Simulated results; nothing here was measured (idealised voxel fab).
Process module in this document: voxel transistor to metal
cross-section cut | 200 nm wide | cells 5 nm
In what follows, cross-sections appear as grids of square cells, described through bands that run from the top down, where every band is one or more rows of cells. Band entry format. Leading values: height of top, height of bottom, nm. Remainder: materials in left-to-right order, each with its width in nm. Special words: "edge to edge" on a single material, which then fills the band edge to edge; "air", empty space. Measure heights from 0. That's the level where, below it, the as-received wafer is all one material. The lowest band is bottomless and extends downward; write it as in "0..down". Think of "30->40" as a width that walks from the first number to the second as you go down the band, top row to bottom row, taking equal-sized steps from row to row. Reading "nothing different" for a step: not a cell of the cross-section changed in it. If an empty space has no open way to the top and is at least 8 cells in size, "Trapped void list" lists it, written width x height at distance, where distance is measured from the left edge and every value is in nm. On a step's line, text after the settings is the simulator commenting on that step. The optional step-line setting "overlay nm" applies to steps with a mask and quantifies how far to the right of its planned location the mask lay, a negative value indicating leftward placement. Before/after cross-section pairs, one process step each; after shown to lowest changed band; step and settings beneath. Pairs may be from different runs of this module on the same starting wafer; a pair continues from the one above only where its "Pre-step snapshot" entry says so.

[Pre-step snapshot]
20..15  air 70; HfO2 20; air 20; HfO2 20; air 70
15..10  HfO2 75; SiN 10; HfO2 5; air 20; HfO2 5; SiN 10; HfO2 75
10..0  SiO2 75; SiN 10; HfO2 5; air 20; HfO2 5; SiN 10; SiO2 75
0..-5  SiO2 40; SiN 10; SiGe 10; SiO2 5; SiGe 10; SiN 10; HfO2 5; air 20; HfO2 5; SiN 10; SiGe 10; SiO2 5; SiGe 10; SiN 10; SiO2 40
-5..-10  SiO2 50; SiGe 10; SiO2 5; SiGe 10; SiO2 5; HfO2 40; SiO2 5; SiGe 10; SiO2 5; SiGe 10; SiO2 50
-10..-20  SiO2 45; Si 5; SiGe 25; Si 50; SiGe 25; Si 5; SiO2 45
-20..down  Si edge to edge
Trapped void list: none

[Structure After Step]
25..20  air 65; TiN 30; air 10; TiN 30; air 65
20..15  TiN 70; HfO2 20; TiN 5; air 10; TiN 5; HfO2 20; TiN 70
15..10  HfO2 75; SiN 10; HfO2 5; TiN 5; air 10; TiN 5; HfO2 5; SiN 10; HfO2 75
10..0  SiO2 75; SiN 10; HfO2 5; TiN 5; air 10; TiN 5; HfO2 5; SiN 10; SiO2 75
0..-5  SiO2 40; SiN 10; SiGe 10; SiO2 5; SiGe 10; SiN 10; HfO2 5; TiN 20; HfO2 5; SiN 10; SiGe 10; SiO2 5; SiGe 10; SiN 10; SiO2 40
Anything lower than -5 is untouched.
Trapped void list: none
Quick note on the step between the two cross-sections above: CONFORMAL_DEP: material TiN, thk nm 5

Pre-step snapshot: the cross-section after the pair above

[Structure After Step]
35..25  W edge to edge
25..20  W 65; TiN 30; W 10; TiN 30; W 65
20..15  TiN 70; HfO2 20; TiN 5; W 10; TiN 5; HfO2 20; TiN 70
15..10  HfO2 75; SiN 10; HfO2 5; TiN 5; W 10; TiN 5; HfO2 5; SiN 10; HfO2 75
10..0  SiO2 75; SiN 10; HfO2 5; TiN 5; W 10; TiN 5; HfO2 5; SiN 10; SiO2 75
Anything lower than 0 is untouched.
Trapped void list: none
Quick note on the step between the two cross-sections above: FILL_DEP: material W, thk nm 10

Pre-step snapshot: the cross-section after the pair above

[Structure After Step]
10..0  SiO2 75; SiN 10; HfO2 5; TiN 5; W 10; TiN 5; HfO2 5; SiN 10; SiO2 75
Anything lower than 0 is untouched.
Trapped void list: none
Quick note on the step between the two cross-sections above: CMP: height nm 10

Pre-step snapshot: the cross-section after the pair above

[Structure After Step]
25..10  SiO2 edge to edge
Anything lower than 10 is untouched.
Trapped void list: none
Quick note on the step between the two cross-sections above: DIRECTIONAL_DEP: material SiO2, thk nm 15

Pre-step snapshot: the cross-section after the pair above

[Structure After Step]
25..10  SiO2 50; air 20; SiO2 60; air 20; SiO2 50
10..0  SiO2 50; air 20; SiO2 5; SiN 10; HfO2 5; TiN 5; W 10; TiN 5; HfO2 5; SiN 10; SiO2 5; air 20; SiO2 50
0..-5  SiO2 40; SiN 10; SiGe 10; air 5; SiGe 10; SiN 10; HfO2 5; TiN 20; HfO2 5; SiN 10; SiGe 10; air 5; SiGe 10; SiN 10; SiO2 40
-5..-10  SiO2 50; SiGe 10; air 5; SiGe 10; SiO2 5; HfO2 40; SiO2 5; SiGe 10; air 5; SiGe 10; SiO2 50
Anything lower than -10 is untouched.
Trapped void list: none
Quick note on the step between the two cross-sections above: MASKED_ETCH: tone open, mask id CONTACT, width nm 20, pitch nm 80, etch materials SiO2, depth nm 35, overlay nm 0

Pre-step snapshot: the cross-section after the pair above

[Structure After Step]
30..25  TiN 55; air 10; TiN 70; air 10; TiN 55
25..10  SiO2 50; TiN 5; air 10; TiN 5; SiO2 60; TiN 5; air 10; TiN 5; SiO2 50
10..5  SiO2 50; TiN 5; air 10; TiN 5; SiO2 5; SiN 10; HfO2 5; TiN 5; W 10; TiN 5; HfO2 5; SiN 10; SiO2 5; TiN 5; air 10; TiN 5; SiO2 50
5..0  SiO2 50; TiN 20; SiO2 5; SiN 10; HfO2 5; TiN 5; W 10; TiN 5; HfO2 5; SiN 10; SiO2 5; TiN 20; SiO2 50
0..-5  SiO2 40; SiN 10; SiGe 10; TiN 5; SiGe 10; SiN 10; HfO2 5; TiN 20; HfO2 5; SiN 10; SiGe 10; TiN 5; SiGe 10; SiN 10; SiO2 40
-5..-10  SiO2 50; SiGe 10; TiN 5; SiGe 10; SiO2 5; HfO2 40; SiO2 5; SiGe 10; TiN 5; SiGe 10; SiO2 50
Anything lower than -10 is untouched.
Trapped void list: none
Quick note on the step between the two cross-sections above: CONFORMAL_DEP: material TiN, thk nm 5

Pre-step snapshot: the cross-section after the pair above

[Structure After Step]
35..30  W edge to edge
30..25  TiN 55; W 10; TiN 70; W 10; TiN 55
25..10  SiO2 50; TiN 5; W 10; TiN 5; SiO2 60; TiN 5; W 10; TiN 5; SiO2 50
10..5  SiO2 50; TiN 5; W 10; TiN 5; SiO2 5; SiN 10; HfO2 5; TiN 5; W 10; TiN 5; HfO2 5; SiN 10; SiO2 5; TiN 5; W 10; TiN 5; SiO2 50
Anything lower than 5 is untouched.
Trapped void list: none
Quick note on the step between the two cross-sections above: FILL_DEP: material W, thk nm 5

Pre-step snapshot: the cross-section after the pair above

[Structure After Step]
25..10  SiO2 50; TiN 5; W 10; TiN 5; SiO2 60; TiN 5; W 10; TiN 5; SiO2 50
Anything lower than 10 is untouched.
Trapped void list: none
Quick note on the step between the two cross-sections above: CMP: height nm 25

Pre-step snapshot: the cross-section after the pair above

[Structure After Step]
30..25  TiN edge to edge
Anything lower than 25 is untouched.
Trapped void list: none
Quick note on the step between the two cross-sections above: DIRECTIONAL_DEP: material TiN, thk nm 5

Pre-step snapshot: the cross-section after the pair above

[Structure After Step]
50..30  W edge to edge
Anything lower than 30 is untouched.
Trapped void list: none
Quick note on the step between the two cross-sections above: DIRECTIONAL_DEP: material W, thk nm 20

Pre-step snapshot: the cross-section after the pair above

[Structure After Step]
60..50  aC edge to edge
Anything lower than 50 is untouched.
Trapped void list: none
Quick note on the step between the two cross-sections above: DIRECTIONAL_DEP: material aC, thk nm 10

Pre-step snapshot: the cross-section after the pair above

[Structure After Step]
85..60  air 50; resist 20; air 60; resist 20; air 50
Anything lower than 60 is untouched.
Trapped void list: none
Quick note on the step between the two cross-sections above: PATTERN: tone cover, mask id METAL_1, material resist, width nm 20, pitch nm 80, thk nm 25, overlay nm 0

Pre-step snapshot: the cross-section after the pair above

[Structure After Step]
75..60  air 50; resist 20; air 60; resist 20; air 50
60..50  air 50; aC 20; air 60; aC 20; air 50
Anything lower than 50 is untouched.
Trapped void list: none
Quick note on the step between the two cross-sections above: DIRECTIONAL_ETCH: etch materials aC, depth nm 10

Pre-step snapshot: the cross-section after the pair above

[Structure After Step]
60..50  air 50; aC 20; air 60; aC 20; air 50
Anything lower than 50 is untouched.
Trapped void list: none
Quick note on the step between the two cross-sections above: STRIP: etch materials resist

Pre-step snapshot: the cross-section after the pair above

[Structure After Step]
60..50  air 50; aC 20; air 60; aC 20; air 50
50..30  air 50; W 20; air 60; W 20; air 50
Anything lower than 30 is untouched.
Trapped void list: none
Quick note on the step between the two cross-sections above: DIRECTIONAL_ETCH: etch materials W, depth nm 20

Pre-step snapshot: the cross-section after the pair above

[Structure After Step]
60..50  air 50; aC 20; air 60; aC 20; air 50
50..30  air 50; W 20; air 60; W 20; air 50
30..25  air 50; TiN 20; air 60; TiN 20; air 50
Anything lower than 25 is untouched.
Trapped void list: none
Quick note on the step between the two cross-sections above: DIRECTIONAL_ETCH: etch materials TiN, depth nm 5

Pre-step snapshot: the cross-section after the pair above

[Structure After Step]
50..30  air 50; W 20; air 60; W 20; air 50
Anything lower than 30 is untouched.
Trapped void list: none
Quick note on the step between the two cross-sections above: STRIP: etch materials aC

Pre-step snapshot: the cross-section after the pair above

[Structure After Step]
55..50  air 45; SiN 30; air 50; SiN 30; air 45
50..30  air 45; SiN 5; W 20; SiN 5; air 50; SiN 5; W 20; SiN 5; air 45
30..25  SiN 50; TiN 20; SiN 60; TiN 20; SiN 50
Anything lower than 25 is untouched.
Trapped void list: none
Quick note on the step between the two cross-sections above: CONFORMAL_DEP: material SiN, thk nm 5

Pre-step snapshot: the cross-section after the pair above

[Structure After Step]
65..55  SiO2 edge to edge
55..50  SiO2 45; SiN 30; SiO2 50; SiN 30; SiO2 45
50..30  SiO2 45; SiN 5; W 20; SiN 5; SiO2 50; SiN 5; W 20; SiN 5; SiO2 45
Anything lower than 30 is untouched.
Trapped void list: none
Quick note on the step between the two cross-sections above: FILL_DEP: material SiO2, thk nm 10

Pre-step snapshot: the cross-section after the pair above

[Structure After Step]
50..30  SiO2 45; SiN 5; W 20; SiN 5; SiO2 50; SiN 5; W 20; SiN 5; SiO2 45
Anything lower than 30 is untouched.
Trapped void list: none
Quick note on the step between the two cross-sections above: CMP: height nm 50

Pre-step snapshot: the cross-section after the pair above

[Structure After Step]
55..50  SiN edge to edge
Anything lower than 50 is untouched.
Trapped void list: none
Quick note on the step between the two cross-sections above: CONFORMAL_DEP: material SiN, thk nm 5

[Pre-step snapshot]
15..0  SiN edge to edge
0..-5  SiO2 edge to edge
-5..down  Si edge to edge
Trapped void list: none

[Structure After Step]
15..0  air 45; SiN 115; air 40
Anything lower than 0 is untouched.
Trapped void list: none
Quick note on the step between the two cross-sections above: MASKED_ETCH: tone cover, mask id ACTIVE, width nm 115, etch materials SiN, depth nm 15, overlay nm 0

Pre-step snapshot: the cross-section after the pair above

[Structure After Step]
15..0  air 45; SiN 115; air 40
0..-5  air 45; SiO2 115; air 40
Anything lower than -5 is untouched.
Trapped void list: none
Quick note on the step between the two cross-sections above: MASKED_ETCH: tone cover, mask id ACTIVE, width nm 110, etch materials SiO2, depth nm 5, overlay nm 0

Pre-step snapshot: the cross-section after the pair above

[Structure After Step]
15..0  air 45; SiN 115; air 40
0..-5  air 45; SiO2 115; air 40
-5..-30  air 45; Si 115; air 40
Anything lower than -30 is untouched.
Trapped void list: none
Quick note on the step between the two cross-sections above: MASKED_ETCH: tone cover, mask id ACTIVE, width nm 110, etch materials Si, depth nm 25, overlay nm 0

Pre-step snapshot: the cross-section after the pair above

[Structure After Step]
20..15  SiO2 edge to edge
15..0  SiO2 45; SiN 115; SiO2 40
0..-5  SiO2 edge to edge
-5..-30  SiO2 45; Si 115; SiO2 40
Anything lower than -30 is untouched.
Trapped void list: none
Quick note on the step between the two cross-sections above: FILL_DEP: material SiO2, thk nm 5

Pre-step snapshot: the cross-section after the pair above

[Structure After Step]
15..0  SiO2 45; SiN 115; SiO2 40
Anything lower than 0 is untouched.
Trapped void list: none
Quick note on the step between the two cross-sections above: CMP: height nm 15

Pre-step snapshot: the cross-section after the pair above

[Structure After Step]
15..5  air 45; SiN 115; air 40
Anything lower than 5 is untouched.
Trapped void list: none
Quick note on the step between the two cross-sections above: SELECTIVE_ETCH: etch materials SiO2, depth nm 10

Pre-step snapshot: the cross-section after the pair above

[Structure After Step]
5..0  SiO2 45; air 115; SiO2 40
Anything lower than 0 is untouched.
Trapped void list: none
Quick note on the step between the two cross-sections above: STRIP: etch materials SiN

Pre-step snapshot: the cross-section after the pair above

[Structure After Step]
0..-5  SiO2 40; air 125; SiO2 35
Anything lower than -5 is untouched.
Trapped void list: none
Quick note on the step between the two cross-sections above: SELECTIVE_ETCH: etch materials SiO2, depth nm 5

Pre-step snapshot: the cross-section after the pair above

[Structure After Step]
0..-5  SiO2 40; air 125; SiO2 35
-5..-10  SiO2 edge to edge
Anything lower than -10 is untouched.
Trapped void list: none
Quick note on the step between the two cross-sections above: OXIDIZE: depth nm 5

Pre-step snapshot: the cross-section after the pair above

[Structure After Step]
20..15  polySi 40; air 125; polySi 35
15..0  polySi edge to edge
0..-5  SiO2 40; polySi 125; SiO2 35
Anything lower than -5 is untouched.
Trapped void list: none
Quick note on the step between the two cross-sections above: DIRECTIONAL_DEP: material polySi, thk nm 20

Pre-step snapshot: the cross-section after the pair above

[Structure After Step]
35..30  SiCN 40; air 125; SiCN 35
30..20  SiCN edge to edge
20..15  polySi 40; SiCN 125; polySi 35
Anything lower than 15 is untouched.
Trapped void list: none
Quick note on the step between the two cross-sections above: DIRECTIONAL_DEP: material SiCN, thk nm 15

Pre-step snapshot: the cross-section after the pair above

[Structure After Step]
30..20  air 85; SiCN 30; air 85
20..15  polySi 40; air 45; SiCN 30; air 50; polySi 35
Anything lower than 15 is untouched.
Trapped void list: none
Quick note on the step between the two cross-sections above: MASKED_ETCH: tone cover, mask id GATE, width nm 30, etch materials SiCN, depth nm 25, overlay nm 0

Pre-step snapshot: the cross-section after the pair above

[Structure After Step]
30..15  air 85; SiCN 30; air 85
15..0  air 85; polySi 30; air 85
0..-5  SiO2 40; air 45; polySi 30; air 50; SiO2 35
Anything lower than -5 is untouched.
Trapped void list: none
Quick note on the step between the two cross-sections above: MASKED_ETCH: tone cover, mask id GATE, width nm 30, etch materials polySi, depth nm 30, overlay nm 0

Pre-step snapshot: the cross-section after the pair above

[Structure After Step]
40..30  air 75; SiN 50; air 75
30..15  air 75; SiN 10; SiCN 30; SiN 10; air 75
15..10  air 75; SiN 10; polySi 30; SiN 10; air 75
10..5  SiN 50; air 25; SiN 10; polySi 30; SiN 10; air 30; SiN 45
5..0  SiN 85; polySi 30; SiN 85
0..-5  SiO2 40; SiN 45; polySi 30; SiN 50; SiO2 35
Anything lower than -5 is untouched.
Trapped void list: none
Quick note on the step between the two cross-sections above: CONFORMAL_DEP: material SiN, thk nm 10

Pre-step snapshot: the cross-section after the pair above

[Structure After Step]
30..15  air 75; SiN 10; SiCN 30; SiN 10; air 75
15..0  air 75; SiN 10; polySi 30; SiN 10; air 75
0..-5  SiO2 40; SiN 10; air 25; SiN 10; polySi 30; SiN 10; air 30; SiN 10; SiO2 35
Anything lower than -5 is untouched.
Trapped void list: none
Quick note on the step between the two cross-sections above: DIRECTIONAL_ETCH: etch materials SiN, depth nm 10

Pre-step snapshot: the cross-section after the pair above

[Structure After Step]
30..15  air 75; SiN 10; SiCN 30; SiN 10; air 75
15..0  air 75; SiN 10; polySi 30; SiN 10; air 75
0..-5  air 40; SiN 10; air 25; SiN 10; polySi 30; SiN 10; air 30; SiN 10; air 35
-5..-10  SiO2 50; air 25; SiO2 50; air 30; SiO2 45
Anything lower than -10 is untouched.
Trapped void list: none
Quick note on the step between the two cross-sections above: DIRECTIONAL_ETCH: etch materials SiO2, depth nm 5

Pre-step snapshot: the cross-section after the pair above

[Structure After Step]
30..15  air 75; SiN 10; SiCN 30; SiN 10; air 75
15..0  air 75; SiN 10; polySi 30; SiN 10; air 75
0..-5  air 40; SiN 10; air 25; SiN 10; polySi 30; SiN 10; air 30; SiN 10; air 35
-5..-10  SiO2 50; air 25; SiO2 50; air 30; SiO2 45
-10..-20  SiO2 45; Si 5; air 25; Si 50; air 30; Si 5; SiO2 40
Anything lower than -20 is untouched.
Trapped void list: none
Quick note on the step between the two cross-sections above: DIRECTIONAL_ETCH: etch materials Si, depth nm 10

Pre-step snapshot: the cross-section after the pair above

[Structure After Step]
30..15  air 75; SiN 10; SiCN 30; SiN 10; air 75
15..0  air 75; SiN 10; polySi 30; SiN 10; air 75
0..-5  air 40; SiN 10; SiGe 10; air 5; SiGe 10; SiN 10; polySi 30; SiN 10; SiGe 10; air 10; SiGe 10; SiN 10; air 35
-5..-10  SiO2 50; SiGe 10; air 5; SiGe 10; SiO2 50; SiGe 10; air 10; SiGe 10; SiO2 45
-10..-20  SiO2 45; Si 5; SiGe 25; Si 50; SiGe 30; Si 5; SiO2 40
Anything lower than -20 is untouched.
Trapped void list: none
Quick note on the step between the two cross-sections above: EPI: material SiGe, thk nm 10

Pre-step snapshot: the cross-section after the pair above

[Structure After Step]
40..30  SiO2 edge to edge
30..15  SiO2 75; SiN 10; SiCN 30; SiN 10; SiO2 75
15..0  SiO2 75; SiN 10; polySi 30; SiN 10; SiO2 75
0..-5  SiO2 40; SiN 10; SiGe 10; SiO2 5; SiGe 10; SiN 10; polySi 30; SiN 10; SiGe 10; SiO2 10; SiGe 10; SiN 10; SiO2 35
-5..-10  SiO2 50; SiGe 10; SiO2 5; SiGe 10; SiO2 50; SiGe 10; SiO2 10; SiGe 10; SiO2 45
Anything lower than -10 is untouched.
Trapped void list: none
Quick note on the step between the two cross-sections above: FILL_DEP: material SiO2, thk nm 10

Pre-step snapshot: the cross-section after the pair above

[Structure After Step]
15..0  SiO2 75; SiN 10; polySi 30; SiN 10; SiO2 75
Anything lower than 0 is untouched.
Trapped void list: none
Quick note on the step between the two cross-sections above: CMP: height nm 15

Pre-step snapshot: the cross-section after the pair above

[Structure After Step]
15..0  SiO2 75; SiN 10; air 30; SiN 10; SiO2 75
0..-5  SiO2 40; SiN 10; SiGe 10; SiO2 5; SiGe 10; SiN 10; air 30; SiN 10; SiGe 10; SiO2 10; SiGe 10; SiN 10; SiO2 35
Anything lower than -5 is untouched.
Trapped void list: none
Quick note on the step between the two cross-sections above: STRIP: etch materials polySi

Pre-step snapshot: the cross-section after the pair above

[Structure After Step]
15..10  air 75; SiN 10; air 30; SiN 10; air 75
10..0  SiO2 75; SiN 10; air 30; SiN 10; SiO2 75
0..-5  SiO2 40; SiN 10; SiGe 10; SiO2 5; SiGe 10; SiN 10; air 30; SiN 10; SiGe 10; SiO2 10; SiGe 10; SiN 10; SiO2 35
-5..-10  SiO2 50; SiGe 10; SiO2 5; SiGe 10; SiO2 5; air 40; SiO2 5; SiGe 10; SiO2 10; SiGe 10; SiO2 45
Anything lower than -10 is untouched.
Trapped void list: none
Quick note on the step between the two cross-sections above: SELECTIVE_ETCH: etch materials SiO2, depth nm 5

Pre-step snapshot: the cross-section after the pair above

[Structure After Step]
20..15  air 70; HfO2 20; air 20; HfO2 20; air 70
15..10  HfO2 75; SiN 10; HfO2 5; air 20; HfO2 5; SiN 10; HfO2 75
10..0  SiO2 75; SiN 10; HfO2 5; air 20; HfO2 5; SiN 10; SiO2 75
0..-5  SiO2 40; SiN 10; SiGe 10; SiO2 5; SiGe 10; SiN 10; HfO2 5; air 20; HfO2 5; SiN 10; SiGe 10; SiO2 10; SiGe 10; SiN 10; SiO2 35
-5..-10  SiO2 50; SiGe 10; SiO2 5; SiGe 10; SiO2 5; HfO2 40; SiO2 5; SiGe 10; SiO2 10; SiGe 10; SiO2 45
Anything lower than -10 is untouched.
Trapped void list: none
Quick note on the step between the two cross-sections above: CONFORMAL_DEP: material HfO2, thk nm 5

Pre-step snapshot: the cross-section after the pair above

[Structure After Step]
25..20  air 65; TiN 30; air 10; TiN 30; air 65
20..15  TiN 70; HfO2 20; TiN 5; air 10; TiN 5; HfO2 20; TiN 70
15..10  HfO2 75; SiN 10; HfO2 5; TiN 5; air 10; TiN 5; HfO2 5; SiN 10; HfO2 75
10..0  SiO2 75; SiN 10; HfO2 5; TiN 5; air 10; TiN 5; HfO2 5; SiN 10; SiO2 75
0..-5  SiO2 40; SiN 10; SiGe 10; SiO2 5; SiGe 10; SiN 10; HfO2 5; TiN 20; HfO2 5; SiN 10; SiGe 10; SiO2 10; SiGe 10; SiN 10; SiO2 35
Anything lower than -5 is untouched.
Trapped void list: none
Quick note on the step between the two cross-sections above: CONFORMAL_DEP: material TiN, thk nm 5

Pre-step snapshot: the cross-section after the pair above

[Structure After Step]
35..25  W edge to edge
25..20  W 65; TiN 30; W 10; TiN 30; W 65
20..15  TiN 70; HfO2 20; TiN 5; W 10; TiN 5; HfO2 20; TiN 70
15..10  HfO2 75; SiN 10; HfO2 5; TiN 5; W 10; TiN 5; HfO2 5; SiN 10; HfO2 75
10..0  SiO2 75; SiN 10; HfO2 5; TiN 5; W 10; TiN 5; HfO2 5; SiN 10; SiO2 75
Anything lower than 0 is untouched.
Trapped void list: none
Quick note on the step between the two cross-sections above: FILL_DEP: material W, thk nm 10

Pre-step snapshot: the cross-section after the pair above

[Structure After Step]
10..0  SiO2 75; SiN 10; HfO2 5; TiN 5; W 10; TiN 5; HfO2 5; SiN 10; SiO2 75
Anything lower than 0 is untouched.
Trapped void list: none
Quick note on the step between the two cross-sections above: CMP: height nm 10

Pre-step snapshot: the cross-section after the pair above

[Structure After Step]
25..10  SiO2 edge to edge
Anything lower than 10 is untouched.
Trapped void list: none
Quick note on the step between the two cross-sections above: DIRECTIONAL_DEP: material SiO2, thk nm 15

Pre-step snapshot: the cross-section after the pair above

[Structure After Step]
25..10  SiO2 50; air 20; SiO2 60; air 20; SiO2 50
10..0  SiO2 50; air 20; SiO2 5; SiN 10; HfO2 5; TiN 5; W 10; TiN 5; HfO2 5; SiN 10; SiO2 5; air 20; SiO2 50
0..-5  SiO2 40; SiN 10; SiGe 10; air 5; SiGe 10; SiN 10; HfO2 5; TiN 20; HfO2 5; SiN 10; SiGe 10; air 10; SiGe 10; SiN 10; SiO2 35
-5..-10  SiO2 50; SiGe 10; air 5; SiGe 10; SiO2 5; HfO2 40; SiO2 5; SiGe 10; air 10; SiGe 10; SiO2 45
Anything lower than -10 is untouched.
Trapped void list: none
Quick note on the step between the two cross-sections above: MASKED_ETCH: tone open, mask id CONTACT, width nm 20, pitch nm 80, etch materials SiO2, depth nm 35, overlay nm 0

Pre-step snapshot: the cross-section after the pair above

[Structure After Step]
30..25  TiN 55; air 10; TiN 70; air 10; TiN 55
25..10  SiO2 50; TiN 5; air 10; TiN 5; SiO2 60; TiN 5; air 10; TiN 5; SiO2 50
10..5  SiO2 50; TiN 5; air 10; TiN 5; SiO2 5; SiN 10; HfO2 5; TiN 5; W 10; TiN 5; HfO2 5; SiN 10; SiO2 5; TiN 5; air 10; TiN 5; SiO2 50
5..0  SiO2 50; TiN 20; SiO2 5; SiN 10; HfO2 5; TiN 5; W 10; TiN 5; HfO2 5; SiN 10; SiO2 5; TiN 20; SiO2 50
0..-5  SiO2 40; SiN 10; SiGe 10; TiN 5; SiGe 10; SiN 10; HfO2 5; TiN 20; HfO2 5; SiN 10; SiGe 10; TiN 10; SiGe 10; SiN 10; SiO2 35
-5..-10  SiO2 50; SiGe 10; TiN 5; SiGe 10; SiO2 5; HfO2 40; SiO2 5; SiGe 10; TiN 10; SiGe 10; SiO2 45
Anything lower than -10 is untouched.
Trapped void list: none
Quick note on the step between the two cross-sections above: CONFORMAL_DEP: material TiN, thk nm 5

Pre-step snapshot: the cross-section after the pair above

[Structure After Step]
35..30  W edge to edge
30..25  TiN 55; W 10; TiN 70; W 10; TiN 55
25..10  SiO2 50; TiN 5; W 10; TiN 5; SiO2 60; TiN 5; W 10; TiN 5; SiO2 50
10..5  SiO2 50; TiN 5; W 10; TiN 5; SiO2 5; SiN 10; HfO2 5; TiN 5; W 10; TiN 5; HfO2 5; SiN 10; SiO2 5; TiN 5; W 10; TiN 5; SiO2 50
Anything lower than 5 is untouched.
Trapped void list: none
Quick note on the step between the two cross-sections above: FILL_DEP: material W, thk nm 5

Pre-step snapshot: the cross-section after the pair above

[Structure After Step]
25..10  SiO2 50; TiN 5; W 10; TiN 5; SiO2 60; TiN 5; W 10; TiN 5; SiO2 50
Anything lower than 10 is untouched.
Trapped void list: none
Quick note on the step between the two cross-sections above: CMP: height nm 25

Pre-step snapshot: the cross-section after the pair above

[Structure After Step]
30..25  TiN edge to edge
Anything lower than 25 is untouched.
Trapped void list: none
Quick note on the step between the two cross-sections above: DIRECTIONAL_DEP: material TiN, thk nm 5

Pre-step snapshot: the cross-section after the pair above

[Structure After Step]
50..30  W edge to edge
Anything lower than 30 is untouched.
Trapped void list: none
Quick note on the step between the two cross-sections above: DIRECTIONAL_DEP: material W, thk nm 20

Pre-step snapshot: the cross-section after the pair above

[Structure After Step]
60..50  aC edge to edge
Anything lower than 50 is untouched.
Trapped void list: none
Quick note on the step between the two cross-sections above: DIRECTIONAL_DEP: material aC, thk nm 10

Pre-step snapshot: the cross-section after the pair above

[Structure After Step]
85..60  air 50; resist 20; air 60; resist 20; air 50
Anything lower than 60 is untouched.
Trapped void list: none
Quick note on the step between the two cross-sections above: PATTERN: tone cover, mask id METAL_1, material resist, width nm 20, pitch nm 80, thk nm 25, overlay nm 0

Pre-step snapshot: the cross-section after the pair above

[Structure After Step]
75..60  air 50; resist 20; air 60; resist 20; air 50
60..50  air 50; aC 20; air 60; aC 20; air 50
Anything lower than 50 is untouched.
Trapped void list: none
Quick note on the step between the two cross-sections above: DIRECTIONAL_ETCH: etch materials aC, depth nm 10

Pre-step snapshot: the cross-section after the pair above

[Structure After Step]
60..50  air 50; aC 20; air 60; aC 20; air 50
Anything lower than 50 is untouched.
Trapped void list: none
Quick note on the step between the two cross-sections above: STRIP: etch materials resist

Pre-step snapshot: the cross-section after the pair above

[Structure After Step]
60..50  air 50; aC 20; air 60; aC 20; air 50
50..30  air 50; W 20; air 60; W 20; air 50
Anything lower than 30 is untouched.
Trapped void list: none
Quick note on the step between the two cross-sections above: DIRECTIONAL_ETCH: etch materials W, depth nm 20

Pre-step snapshot: the cross-section after the pair above

[Structure After Step]
60..50  air 50; aC 20; air 60; aC 20; air 50
50..30  air 50; W 20; air 60; W 20; air 50
30..25  air 50; TiN 20; air 60; TiN 20; air 50
Anything lower than 25 is untouched.
Trapped void list: none
Quick note on the step between the two cross-sections above: DIRECTIONAL_ETCH: etch materials TiN, depth nm 5

Pre-step snapshot: the cross-section after the pair above

[Structure After Step]
50..30  air 50; W 20; air 60; W 20; air 50
Anything lower than 30 is untouched.
Trapped void list: none
Quick note on the step between the two cross-sections above: STRIP: etch materials aC

Pre-step snapshot: the cross-section after the pair above

[Structure After Step]
55..50  air 45; SiN 30; air 50; SiN 30; air 45
50..30  air 45; SiN 5; W 20; SiN 5; air 50; SiN 5; W 20; SiN 5; air 45
30..25  SiN 50; TiN 20; SiN 60; TiN 20; SiN 50
Anything lower than 25 is untouched.
Trapped void list: none
Quick note on the step between the two cross-sections above: CONFORMAL_DEP: material SiN, thk nm 5

Pre-step snapshot: the cross-section after the pair above

[Structure After Step]
65..55  SiO2 edge to edge
55..50  SiO2 45; SiN 30; SiO2 50; SiN 30; SiO2 45
50..30  SiO2 45; SiN 5; W 20; SiN 5; SiO2 50; SiN 5; W 20; SiN 5; SiO2 45
Anything lower than 30 is untouched.
Trapped void list: none
Quick note on the step between the two cross-sections above: FILL_DEP: material SiO2, thk nm 10

Pre-step snapshot: the cross-section after the pair above

[Structure After Step]
50..30  SiO2 45; SiN 5; W 20; SiN 5; SiO2 50; SiN 5; W 20; SiN 5; SiO2 45
Anything lower than 30 is untouched.
Trapped void list: none
Quick note on the step between the two cross-sections above: CMP: height nm 50

Pre-step snapshot: the cross-section after the pair above

[Structure After Step]
55..50  SiN edge to edge
Anything lower than 50 is untouched.
Trapped void list: none
Quick note on the step between the two cross-sections above: CONFORMAL_DEP: material SiN, thk nm 5

[Pre-step snapshot]
25..10  SiO2 edge to edge
10..0  SiO2 75; SiN 10; HfO2 5; TiN 5; W 10; TiN 5; HfO2 5; SiN 10; SiO2 75
0..-5  SiO2 40; SiN 10; SiGe 10; SiO2 5; SiGe 10; SiN 10; HfO2 5; TiN 20; HfO2 5; SiN 10; SiGe 10; SiO2 5; SiGe 10; SiN 10; SiO2 40
-5..-10  SiO2 50; SiGe 10; SiO2 5; SiGe 10; SiO2 5; HfO2 40; SiO2 5; SiGe 10; SiO2 5; SiGe 10; SiO2 50
-10..-20  SiO2 45; Si 5; SiGe 25; Si 50; SiGe 25; Si 5; SiO2 45
-20..-30  SiO2 45; Si 110; SiO2 45
-30..down  Si edge to edge
Trapped void list: none

[Structure After Step]
25..10  SiO2 45; air 20; SiO2 60; air 20; SiO2 55
10..0  SiO2 45; air 20; SiO2 10; SiN 10; HfO2 5; TiN 5; W 10; TiN 5; HfO2 5; SiN 10; air 20; SiO2 55
0..-5  SiO2 40; SiN 10; SiGe 10; air 5; SiGe 10; SiN 10; HfO2 5; TiN 20; HfO2 5; SiN 10; SiGe 10; air 5; SiGe 10; SiN 10; SiO2 40
-5..-10  SiO2 50; SiGe 10; air 5; SiGe 10; SiO2 5; HfO2 40; SiO2 5; SiGe 10; air 5; SiGe 10; SiO2 50
Anything lower than -10 is untouched.
Trapped void list: none
Quick note on the step between the two cross-sections above: MASKED_ETCH: tone open, mask id CONTACT, width nm 20, pitch nm 80, etch materials SiO2, depth nm 35, overlay nm -5
